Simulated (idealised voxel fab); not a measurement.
Process module under the name voxel lift off
Displayed cross-section: cut, width of 190 nm, square cells sized 5 nm.
When this document writes out a cross-section, it uses a grid of square cells and lists it as bands, beginning at the top and moving down, with a band standing for one or more rows of cells.
Heights first: top, then bottom, in nm. Then materials, left to right, each with a width in nm. "all across" on a single material: fills the band edge to edge. "blank": empty space.
Note: height 0 marks the level under which the wafer is uniformly one material as received. Lowest band unbounded below, written "0 down".
Quick explanation for "30 to 40": the width changes in equal steps down the rows of cells, from the first number in the band's top row to the second number in its bottom row.
"nothing different" after a step means that no cell of the cross-section changed.
The label "Unvented voids" introduces a list of the empty spaces, 8 cells or larger, that have no open way up to the top; each entry in it reads width x height at distance, where the distance is taken from the left edge and all three are stated in nm.
Text after the settings on a step's line: the simulator's own remark on that step.
overlay nm: how far to the right of its planned place the mask lay on this masked step (negative: to the left).
# Process steps foreseen in the plan
1 op RECEIVE | material Si
2 op CONFORMAL_DEP | material Al2O3 | thk nm 5
3 op PATTERN | tone open | mask id LINES | material resist | width nm 30 | pitch nm 55 | thk nm 20 | overlay nm 0
4 op DIRECTIONAL_DEP | material Ru | thk nm 10
5 op STRIP | etch materials resist
6 op CONFORMAL_DEP | material SiCN | thk nm 5
# The following pertains to the first of two wafers, which was processed as planned
# Cross-section of the incoming wafer, state after step 1
0 down | Si all across
Unvented voids: none
# How the wafer stands in section after step 2
5 to 0 | Al2O3 all across
Anything lower than 0 is untouched.
# How the wafer stands in section after step 3
25 to 5 | 50 of resist, 30 of blank, 25 of resist, 30 of blank, 55 of resist
Anything lower than 5 is untouched.
# How the wafer stands in section after step 4
35 to 25 | 50 of Ru, 30 of blank, 25 of Ru, 30 of blank, 55 of Ru
25 to 15 | 50 of resist, 30 of blank, 25 of resist, 30 of blank, 55 of resist
15 to 5 | 50 of resist, 30 of Ru, 25 of resist, 30 of Ru, 55 of resist
Anything lower than 5 is untouched.
# How the wafer stands in section after step 5
15 to 5 | 50 of blank, 30 of Ru, 25 of blank, 30 of Ru, 55 of blank
Anything lower than 5 is untouched.
# How the wafer stands in section after step 6
20 to 15 | 45 of blank, 40 of SiCN, 15 of blank, 40 of SiCN, 50 of blank
15 to 10 | 45 of blank, 5 of SiCN, 30 of Ru, 5 of SiCN, 15 of blank, 5 of SiCN, 30 of Ru, 5 of SiCN, 50 of blank
10 to 5 | 50 of SiCN, 30 of Ru, 25 of SiCN, 30 of Ru, 55 of SiCN
Anything lower than 5 is untouched.
# The second wafer: identical to the first at the outset and in its planned sequence, differing only in that one mistake was made during processing; up to and including step 1, its path is the first wafer's path
# Cross-section: second wafer, time at which step 2 was scheduled to end
15 to 0 | Al2O3 all across
Anything lower than 0 is untouched.
# Cross-section: second wafer, time at which step 3 was scheduled to end
35 to 15 | 50 of resist, 30 of blank, 25 of resist, 30 of blank, 55 of resist
Anything lower than 15 is untouched.
# Cross-section: second wafer, time at which step 4 was scheduled to end
45 to 35 | 50 of Ru, 30 of blank, 25 of Ru, 30 of blank, 55 of Ru
35 to 25 | 50 of resist, 30 of blank, 25 of resist, 30 of blank, 55 of resist
25 to 15 | 50 of resist, 30 of Ru, 25 of resist, 30 of Ru, 55 of resist
Anything lower than 15 is untouched.
# Cross-section: second wafer, time at which step 5 was scheduled to end
25 to 15 | 50 of blank, 30 of Ru, 25 of blank, 30 of Ru, 55 of blank
Anything lower than 15 is untouched.
# Cross-section: second wafer, time at which step 6 was scheduled to end
30 to 25 | 45 of blank, 40 of SiCN, 15 of blank, 40 of SiCN, 50 of blank
25 to 20 | 45 of blank, 5 of SiCN, 30 of Ru, 5 of SiCN, 15 of blank, 5 of SiCN, 30 of Ru, 5 of SiCN, 50 of blank
20 to 15 | 50 of SiCN, 30 of Ru, 25 of SiCN, 30 of Ru, 55 of SiCN
Anything lower than 15 is untouched.
Which mistake was made when the wafer was run? so step 2 ended up running with a different setting than we planned, it ran as op CONFORMAL_DEP | material Al2O3 | thk nm 15
The closing comparison, in cells, has the second wafer with more or fewer of some materials than the first: Al2O3: 76 more
